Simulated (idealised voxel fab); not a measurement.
This section sets out a process module, namely voxel gate over fins.
Shown is cross-section cut, with a width of 190 nm and square cells of size 5 nm.
A cross-section in this document is a grid of square cells, and it is written down as bands, the top band listed before the ones below it; a band is made up of one or more rows of cells. Each band's line starts with the height of the band's top and of its bottom, in nm. Then come its materials from left to right, each with its width in nm. One material with "full width" fills the band from edge to edge. "empty" is empty space. The reference from which all heights are counted is 0, the level beneath which the as-received wafer is entirely one material; the lowest band, having no lower bound, proceeds downward and is written after the example "0 down". So if you see something like "30->40" for the width, read it as the top row of the band sitting at the first number and the bottom row at the second, with every row in between moving by the same amount as the last. Step note "nothing changed" = no cross-section cell changed. The entry "Enclosed void catalog" lists the empty spaces that cover at least 8 cells and have no open path to the top. Each is written as width x height at distance, where the distance is measured from the left edge and all three values are in nm. Read whatever lies past the settings on a step's line as the simulator's own remark about the step. overlay nm: where the mask lay relative to plan, measured to the right, on steps with a mask; negatives go left.
### These are the steps we planned for the process
1. RECEIVE,material Si
2. CONFORMAL_DEP,material SiN,thk nm 5
3. MASKED_ETCH,tone cover,mask id FINS,width nm 15,pitch nm 50,etch materials SiN,depth nm 5,overlay nm 0
4. MASKED_ETCH,tone cover,mask id FINS,width nm 15,pitch nm 50,etch materials Si,depth nm 30,overlay nm 0
5. FILL_DEP,material SiO2,thk nm 5
6. CMP,height nm 5
7. DIRECTIONAL_DEP,material aC,thk nm 15
8. PATTERN,tone open,mask id RAIL,material resist,width nm 15,thk nm 30,overlay nm 0
9. DIRECTIONAL_ETCH,etch materials aC,depth nm 15
10. STRIP,etch materials resist
11. DIRECTIONAL_ETCH,etch materials SiO2,depth nm 30
12. STRIP,etch materials aC
13. CONFORMAL_DEP,material TiN,thk nm 5
14. FILL_DEP,material W,thk nm 5
15. CMP,height nm 5
16. SELECTIVE_ETCH,etch materials W Ru TiN,depth nm 25
17. FILL_DEP,material SiO2,thk nm 5
18. CMP,height nm 5
19. SELECTIVE_ETCH,etch materials SiO2,depth nm 15
20. STRIP,etch materials SiN
21. CONFORMAL_DEP,material HfO2,thk nm 5
22. CONFORMAL_DEP,material TiN,thk nm 5
23. FILL_DEP,material W,thk nm 15
24. CMP,height nm 20
25. CONFORMAL_DEP,material SiCN,thk nm 5
### Cross-section of the wafer as it came to us, i.e., already through step 1
0 down = Si full width
Enclosed void catalog: none
### End-of-module cross-section of the first of two wafers, processed as planned
25 to 20 = SiCN full width
20 to 10 = W full width
10 to 5 = 25 nm W / 35 nm TiN / 15 nm W / 35 nm TiN / 15 nm W / 35 nm TiN / 30 nm W
5 to 0 = 25 nm W / 5 nm TiN / 25 nm HfO2 / 5 nm TiN / 15 nm W / 5 nm TiN / 25 nm HfO2 / 5 nm TiN / 15 nm W / 5 nm TiN / 25 nm HfO2 / 5 nm TiN / 30 nm W
0 to -5 = 30 nm TiN / 5 nm HfO2 / 15 nm Si / 5 nm HfO2 / 25 nm TiN / 5 nm HfO2 / 15 nm Si / 5 nm HfO2 / 25 nm TiN / 5 nm HfO2 / 15 nm Si / 5 nm HfO2 / 35 nm TiN
-5 to -10 = 35 nm HfO2 / 15 nm Si / 35 nm HfO2 / 15 nm Si / 35 nm HfO2 / 15 nm Si / 40 nm HfO2
-10 to -20 = 35 nm SiO2 / 15 nm Si / 35 nm SiO2 / 15 nm Si / 35 nm SiO2 / 15 nm Si / 40 nm SiO2
-20 to -25 = 35 nm SiO2 / 15 nm Si / 10 nm SiO2 / 15 nm TiN / 10 nm SiO2 / 15 nm Si / 35 nm SiO2 / 15 nm Si / 40 nm SiO2
-25 to -30 = 35 nm SiO2 / 15 nm Si / 35 nm SiO2 / 15 nm Si / 35 nm SiO2 / 15 nm Si / 40 nm SiO2
-30 down = Si full width
Enclosed void catalog: none
### second wafer at the end: like start, like plan, one mistake
25 to 20 = SiCN full width
20 to 10 = W full width
10 to 5 = 25 nm W / 35 nm TiN / 15 nm W / 35 nm TiN / 15 nm W / 35 nm TiN / 30 nm W
5 to 0 = 25 nm W / 5 nm TiN / 25 nm HfO2 / 5 nm TiN / 15 nm W / 5 nm TiN / 25 nm HfO2 / 5 nm TiN / 15 nm W / 5 nm TiN / 25 nm HfO2 / 5 nm TiN / 30 nm W
0 to -5 = 30 nm TiN / 5 nm HfO2 / 15 nm Si / 5 nm HfO2 / 25 nm TiN / 5 nm HfO2 / 15 nm Si / 5 nm HfO2 / 25 nm TiN / 5 nm HfO2 / 15 nm Si / 5 nm HfO2 / 35 nm TiN
-5 to -10 = 35 nm HfO2 / 15 nm Si / 35 nm HfO2 / 15 nm Si / 35 nm HfO2 / 15 nm Si / 40 nm HfO2
-10 to -20 = 35 nm SiO2 / 15 nm Si / 35 nm SiO2 / 15 nm Si / 35 nm SiO2 / 15 nm Si / 40 nm SiO2
-20 to -25 = 35 nm SiO2 / 15 nm Si / 5 nm TiN / 25 nm W / 5 nm TiN / 15 nm Si / 35 nm SiO2 / 15 nm Si / 40 nm SiO2
-25 to -30 = 35 nm SiO2 / 15 nm Si / 35 nm TiN / 15 nm Si / 35 nm SiO2 / 15 nm Si / 40 nm SiO2
-30 down = Si full width
Enclosed void catalog: none
Run error: off-plan run, step 10, actual operation and settings STRIP,etch materials SiO2
Wrapping up, a cell-based count of both wafers puts the second over or under the first for these materials: 11 fewer of SiO2, 6 more of TiN, 5 more of W
